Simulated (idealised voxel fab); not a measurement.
process module | voxel transistor to metal
cross-section cut | 290 nm wide | cells 5 nm
A cross-section is a grid of square cells, given in bands from the top down. A band is one or more rows of cells.
Each band's line starts with the height of the band's top and of its bottom, in nm. Then come its materials from left to right, each with its width in nm. One material with "throughout" fills the band from edge to edge. "air" is empty space.
Height 0 is the level under which the wafer as received is all one material. The lowest band goes on downwards, as in "0 down".
A width such as "30 to 40" changes by the same amount from each row of cells to the next, from the band's top row to its bottom row.
"no change" after a step means that no cell of the cross-section changed.
closed voids: empty space of 8 cells or more with no open way to the top, each as width x height at its distance from the left edge, in nm
after a step's settings: what the simulator itself notes on the step
overlay nm, on a step with a mask: how far to the right of its planned place the mask lay; to the left if negative
plan
1 op RECEIVE | material Si
2 op CONFORMAL_DEP | material SiO2 | thk nm 5
3 op CONFORMAL_DEP | material SiN | thk nm 10
4 op PATTERN | tone cover | mask id ACTIVE | material resist | width nm 105 | pitch nm 130 | thk nm 15 | overlay nm 0
5 op DIRECTIONAL_ETCH | etch materials SiN | depth nm 10
6 op DIRECTIONAL_ETCH | etch materials SiO2 | depth nm 5
7 op DIRECTIONAL_ETCH | etch materials Si | depth nm 20
8 op STRIP | etch materials resist
9 op FILL_DEP | material SiO2 | thk nm 10
10 op CMP | height nm 15
11 op SELECTIVE_ETCH | etch materials SiO2 | depth nm 10
12 op STRIP | etch materials SiN
13 op SELECTIVE_ETCH | etch materials SiO2 | depth nm 5
14 op OXIDIZE | depth nm 5
15 op DIRECTIONAL_DEP | material polySi | thk nm 20
16 op DIRECTIONAL_DEP | material SiCN | thk nm 15
17 op DIRECTIONAL_DEP | material aC | thk nm 10
18 op PATTERN | tone cover | mask id GATE | material resist | width nm 25 | pitch nm 130 | thk nm 30 | overlay nm 0
19 op DIRECTIONAL_ETCH | etch materials aC | depth nm 10
20 op STRIP | etch materials resist
21 op DIRECTIONAL_ETCH | etch materials SiCN | depth nm 25
22 op DIRECTIONAL_ETCH | etch materials polySi | depth nm 30
23 op STRIP | etch materials aC
24 op CONFORMAL_DEP | material SiO2 | thk nm 5
25 op DIRECTIONAL_ETCH | etch materials SiO2 | depth nm 5
26 op CONFORMAL_DEP | material SiN | thk nm 5
27 op DIRECTIONAL_ETCH | etch materials SiN | depth nm 5
28 op DIRECTIONAL_ETCH | etch materials SiO2 | depth nm 5
29 op EPI | material SiGe | thk nm 5
30 op FILL_DEP | material SiO2 | thk nm 10
31 op CMP | height nm 20
32 op STRIP | etch materials polySi
33 op SELECTIVE_ETCH | etch materials SiO2 | depth nm 5
34 op CONFORMAL_DEP | material HfO2 | thk nm 5
35 op CONFORMAL_DEP | material TiN | thk nm 5
36 op FILL_DEP | material W | thk nm 10
37 op CMP | height nm 15
38 op DIRECTIONAL_DEP | material SiO2 | thk nm 10
39 op DIRECTIONAL_DEP | material aC | thk nm 15
40 op PATTERN | tone open | mask id CONTACT | material resist | width nm 15 | thk nm 30 | overlay nm 0
41 op DIRECTIONAL_ETCH | etch materials aC | depth nm 15
42 op STRIP | etch materials resist
43 op DIRECTIONAL_ETCH | etch materials SiO2 | depth nm 25
44 op STRIP | etch materials aC
45 op CONFORMAL_DEP | material TiN | thk nm 5
46 op FILL_DEP | material Ru | thk nm 10
47 op CMP | height nm 25
48 op CONFORMAL_DEP | material SiN | thk nm 5
49 op DIRECTIONAL_DEP | material SiO2 | thk nm 20
50 op MASKED_ETCH | tone open | mask id METAL_1 | width nm 15 | etch materials SiO2 | depth nm 20 | overlay nm 0
51 op MASKED_ETCH | tone open | mask id METAL_1 | width nm 15 | etch materials SiN | depth nm 5 | overlay nm 0
52 op CONFORMAL_DEP | material TiN | thk nm 5
53 op FILL_DEP | material Cu | thk nm 10
54 op CMP | height nm 50
55 op CONFORMAL_DEP | material SiCN | thk nm 5
56 op DIRECTIONAL_DEP | material lowk | thk nm 25
57 op MASKED_ETCH | tone open | mask id METAL_2 | width nm 15 | pitch nm 130 | etch materials lowk | depth nm 15 | overlay nm 0
58 op MASKED_ETCH | tone open | mask id METAL_2_HOLES | width nm 15 | pitch nm 130 | etch materials lowk | depth nm 10 | overlay nm 0
59 op MASKED_ETCH | tone open | mask id METAL_2_HOLES | width nm 15 | pitch nm 130 | etch materials SiCN | depth nm 5 | overlay nm 0
60 op CONFORMAL_DEP | material TiN | thk nm 5
61 op FILL_DEP | material Cu | thk nm 10
62 op CMP | height nm 80
63 op CONFORMAL_DEP | material SiCN | thk nm 5
as received, after step 1
  0 down: Si throughout
  closed voids: none
first wafer at the end, as planned
  85 to 80: SiCN throughout
  80 to 55: lowk 35 | TiN 5 | Cu 5 | TiN 5 | lowk 115 | TiN 5 | Cu 5 | TiN 5 | lowk 110
  55 to 50: SiCN 35 | TiN 15 | SiCN 115 | TiN 15 | SiCN 110
  50 to 30: SiO2 35 | TiN 5 | Cu 5 | TiN 5 | SiO2 55 | TiN 5 | Cu 5 | TiN 5 | SiO2 45 | TiN 5 | Cu 5 | TiN 5 | SiO2 55 | TiN 5 | Cu 5 | TiN 5 | SiO2 40
  30 to 25: SiN 35 | TiN 15 | SiN 55 | TiN 15 | SiN 45 | TiN 15 | SiN 55 | TiN 15 | SiN 40
  25 to 15: SiO2 35 | TiN 5 | Ru 5 | TiN 5 | SiO2 55 | TiN 5 | Ru 5 | TiN 5 | SiO2 45 | TiN 5 | Ru 5 | TiN 5 | SiO2 55 | TiN 5 | Ru 5 | TiN 5 | SiO2 40
  15 to 5: SiO2 35 | TiN 5 | Ru 5 | TiN 5 | SiO2 5 | SiN 5 | HfO2 5 | TiN 5 | W 15 | TiN 5 | HfO2 5 | SiN 5 | SiO2 5 | TiN 5 | Ru 5 | TiN 5 | SiO2 45 | TiN 5 | Ru 5 | TiN 5 | SiO2 5 | SiN 5 | HfO2 5 | TiN 5 | W 15 | TiN 5 | HfO2 5 | SiN 5 | SiO2 5 | TiN 5 | Ru 5 | TiN 5 | SiO2 40
  5 to 0: SiO2 35 | TiN 15 | SiO2 5 | SiN 5 | HfO2 5 | TiN 25 | HfO2 5 | SiN 5 | SiO2 5 | TiN 15 | SiO2 45 | TiN 15 | SiO2 5 | SiN 5 | HfO2 5 | TiN 25 | HfO2 5 | SiN 5 | SiO2 5 | TiN 15 | SiO2 40
  0 to -5: SiO2 20 | SiGe 35 | SiO2 5 | HfO2 35 | SiO2 5 | SiGe 35 | SiO2 15 | SiGe 35 | SiO2 5 | HfO2 35 | SiO2 5 | SiGe 35 | SiO2 25
  -5 to -20: SiO2 25 | Si 105 | SiO2 25 | Si 105 | SiO2 30
  -20 down: Si throughout
  closed voids: none
second wafer at the end: like start, like plan, one mistake
  85 to 80: SiCN throughout
  80 to 55: lowk 35 | TiN 5 | Cu 5 | TiN 5 | lowk 115 | TiN 5 | Cu 5 | TiN 5 | lowk 110
  55 to 50: SiCN 35 | TiN 15 | SiCN 115 | TiN 15 | SiCN 110
  50 to 30: SiO2 35 | TiN 5 | Cu 5 | TiN 5 | SiO2 55 | TiN 5 | Cu 5 | TiN 5 | SiO2 45 | TiN 5 | Cu 5 | TiN 5 | SiO2 55 | TiN 5 | Cu 5 | TiN 5 | SiO2 40
  30 to 25: SiN 35 | TiN 15 | SiN 55 | TiN 15 | SiN 45 | TiN 15 | SiN 55 | TiN 15 | SiN 40
  25 to 15: SiO2 35 | TiN 5 | Ru 5 | TiN 5 | SiO2 55 | TiN 5 | Ru 5 | TiN 5 | SiO2 45 | TiN 5 | Ru 5 | TiN 5 | SiO2 55 | TiN 5 | Ru 5 | TiN 5 | SiO2 40
  15 to 5: SiO2 35 | TiN 5 | Ru 5 | TiN 5 | SiO2 5 | SiN 5 | HfO2 5 | TiN 5 | W 15 | TiN 5 | HfO2 5 | SiN 5 | SiO2 5 | TiN 5 | Ru 5 | TiN 5 | SiO2 45 | TiN 5 | Ru 5 | TiN 5 | SiO2 5 | SiN 5 | HfO2 5 | TiN 5 | W 15 | TiN 5 | HfO2 5 | SiN 5 | SiO2 5 | TiN 5 | Ru 5 | TiN 5 | SiO2 40
  5 to 0: SiO2 35 | TiN 15 | SiO2 5 | SiN 5 | HfO2 5 | TiN 25 | HfO2 5 | SiN 5 | SiO2 5 | TiN 15 | SiO2 45 | TiN 15 | SiO2 5 | SiN 5 | HfO2 5 | TiN 25 | HfO2 5 | SiN 5 | SiO2 5 | TiN 15 | SiO2 40
  0 to -5: SiO2 20 | SiGe 35 | SiO2 5 | HfO2 35 | SiO2 5 | SiGe 35 | SiO2 15 | SiGe 35 | SiO2 5 | HfO2 35 | SiO2 5 | SiGe 35 | SiO2 25
  -5 to -15: SiO2 20 | SiGe 5 | Si 105 | SiGe 5 | SiO2 15 | SiGe 5 | Si 105 | SiGe 5 | SiO2 25
  -15 to -20: SiO2 25 | Si 105 | SiO2 25 | Si 105 | SiO2 30
  -20 down: Si throughout
  closed voids: none
what went wrong: step 28 ran as: op DIRECTIONAL_ETCH | etch materials SiO2 | depth nm 15
at the end the second wafer has, in cells: 8 more of SiGe | 8 fewer of SiO2
